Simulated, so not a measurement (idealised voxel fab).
The following process module bears the name voxel wiring stack.
Section shown: cut. Width: 190 nm. Cell size: 5 nm, square.
Cross-sections here: square-cell grids, written as top-down lists of bands, a band being one or more rows of cells. Top, bottom (nm), then materials left to right with widths (nm); lone material tagged "edge to edge" fills the whole band edge to edge; "blank" = empty space. For the purposes of this specification, 0 denotes the height below which the wafer in its as-received condition is composed wholly of one material, and the lowermost band, lacking a lower limit, extends downward without end, as expressed in "0 and below". Top row gets the first number, bottom row gets the second, and each row in between changes by the same step: that is how a band width like "30..40" works. The designation "nothing changed", where it is given for a processing step, indicates that no cell of the cross-section was altered in the course of that step. Look at "Entrapped voids" for the closed voids: empty spaces with no open path to the top, sized 8 cells or up. Each is width x height at distance, distance from the left edge, all nm. If you see something after the settings on a step's line, that's the simulator's own remark about that step. A step's line can hold "overlay nm"; with a mask on that step, the setting says how far right of the planned place the mask lay, while a negative setting says it lay to the left.
Process steps foreseen in the plan:
1,op RECEIVE | material Si
2,op CONFORMAL_DEP | material SiO2 | thk nm 10
3,op CONFORMAL_DEP | material SiCN | thk nm 5
4,op DIRECTIONAL_DEP | material SiO2 | thk nm 20
5,op DIRECTIONAL_DEP | material aC | thk nm 10
6,op PATTERN | tone open | mask id METAL_1 | material resist | width nm 20 | pitch nm 40 | thk nm 30 | overlay nm 0
7,op DIRECTIONAL_ETCH | etch materials aC | depth nm 10
8,op STRIP | etch materials resist
9,op DIRECTIONAL_ETCH | etch materials SiO2 | depth nm 20
10,op DIRECTIONAL_ETCH | etch materials SiCN | depth nm 5
11,op STRIP | etch materials aC
12,op CONFORMAL_DEP | material TiN | thk nm 5
13,op FILL_DEP | material Cu | thk nm 5
14,op CMP | height nm 35
15,op CONFORMAL_DEP | material SiCN | thk nm 5
16,op DIRECTIONAL_DEP | material SiO2 | thk nm 30
17,op DIRECTIONAL_DEP | material aC | thk nm 10
18,op PATTERN | tone open | mask id METAL_2 | material resist | width nm 20 | pitch nm 40 | thk nm 30 | overlay nm 0
19,op DIRECTIONAL_ETCH | etch materials aC | depth nm 10
20,op STRIP | etch materials resist
21,op DIRECTIONAL_ETCH | etch materials SiO2 | depth nm 15
22,op STRIP | etch materials aC
23,op PATTERN | tone open | mask id METAL_2_HOLES | material resist | width nm 15 | pitch nm 80 | thk nm 20 | overlay nm 0
24,op DIRECTIONAL_ETCH | etch materials SiO2 | depth nm 15
25,op DIRECTIONAL_ETCH | etch materials SiCN | depth nm 5
26,op STRIP | etch materials resist
27,op CONFORMAL_DEP | material TiN | thk nm 5
28,op FILL_DEP | material Ru | thk nm 10
29,op CMP | height nm 70
30,op CONFORMAL_DEP | material SiN | thk nm 5
Wafer as received: cross-section following step 1:
  0 and below | Si edge to edge
  Entrapped voids: none
As-planned run: cross-section of the first of two wafers at end of module:
  75 down to 70 | SiN edge to edge
  70 down to 60 | SiO2 25; TiN 5; Ru 10; TiN 5; SiO2 20; TiN 5; Ru 10; TiN 5; SiO2 20; TiN 5; Ru 10; TiN 5; SiO2 20; TiN 5; Ru 10; TiN 5; SiO2 25
  60 down to 55 | SiO2 25; TiN 5; Ru 5; TiN 10; SiO2 20; TiN 20; SiO2 20; TiN 5; Ru 5; TiN 10; SiO2 20; TiN 20; SiO2 25
  55 down to 40 | SiO2 25; TiN 5; Ru 5; TiN 5; SiO2 65; TiN 5; Ru 5; TiN 5; SiO2 70
  40 down to 35 | SiCN 25; TiN 15; SiCN 65; TiN 15; SiCN 70
  35 down to 15 | SiO2 25; TiN 5; Cu 10; TiN 5; SiO2 20; TiN 5; Cu 10; TiN 5; SiO2 20; TiN 5; Cu 10; TiN 5; SiO2 20; TiN 5; Cu 10; TiN 5; SiO2 25
  15 down to 10 | SiCN 25; TiN 20; SiCN 20; TiN 20; SiCN 20; TiN 20; SiCN 20; TiN 20; SiCN 25
  10 down to 0 | SiO2 edge to edge
  0 and below | Si edge to edge
  Entrapped voids: none
End-of-module cross-section of the second wafer: identical starting point and process plan to the first, with one processing mistake:
  75 down to 70 | SiN edge to edge
  70 down to 60 | SiO2 25; TiN 5; Ru 10; TiN 5; SiO2 20; TiN 5; Ru 10; TiN 5; SiO2 20; TiN 5; Ru 10; TiN 5; SiO2 20; TiN 5; Ru 10; TiN 5; SiO2 25
  60 down to 55 | SiO2 25; TiN 5; Ru 5; TiN 10; SiO2 20; TiN 20; SiO2 20; TiN 5; Ru 5; TiN 10; SiO2 20; TiN 20; SiO2 25
  55 down to 40 | SiO2 25; TiN 5; Ru 5; TiN 5; SiO2 65; TiN 5; Ru 5; TiN 5; SiO2 70
  40 down to 35 | SiCN 25; TiN 15; SiCN 65; TiN 15; SiCN 70
  35 down to 20 | SiO2 25; TiN 5; Cu 10; TiN 5; SiO2 20; TiN 5; Cu 10; TiN 5; SiO2 20; TiN 5; Cu 10; TiN 5; SiO2 20; TiN 5; Cu 10; TiN 5; SiO2 25
  20 down to 15 | SiO2 25; TiN 20; SiO2 20; TiN 20; SiO2 20; TiN 20; SiO2 20; TiN 20; SiO2 25
  15 down to 5 | SiO2 edge to edge
  5 down to 0 | SiCN edge to edge
  0 and below | Si edge to edge
  Entrapped voids: none
Where did the run depart from the plan? the executed order of steps 2 and 3 is the reverse of that specified in the plan, each step having taken the other's position
End check, counted in cells, second wafer has more or fewer of these materials than the first: Cu -8, SiCN +16, TiN -8
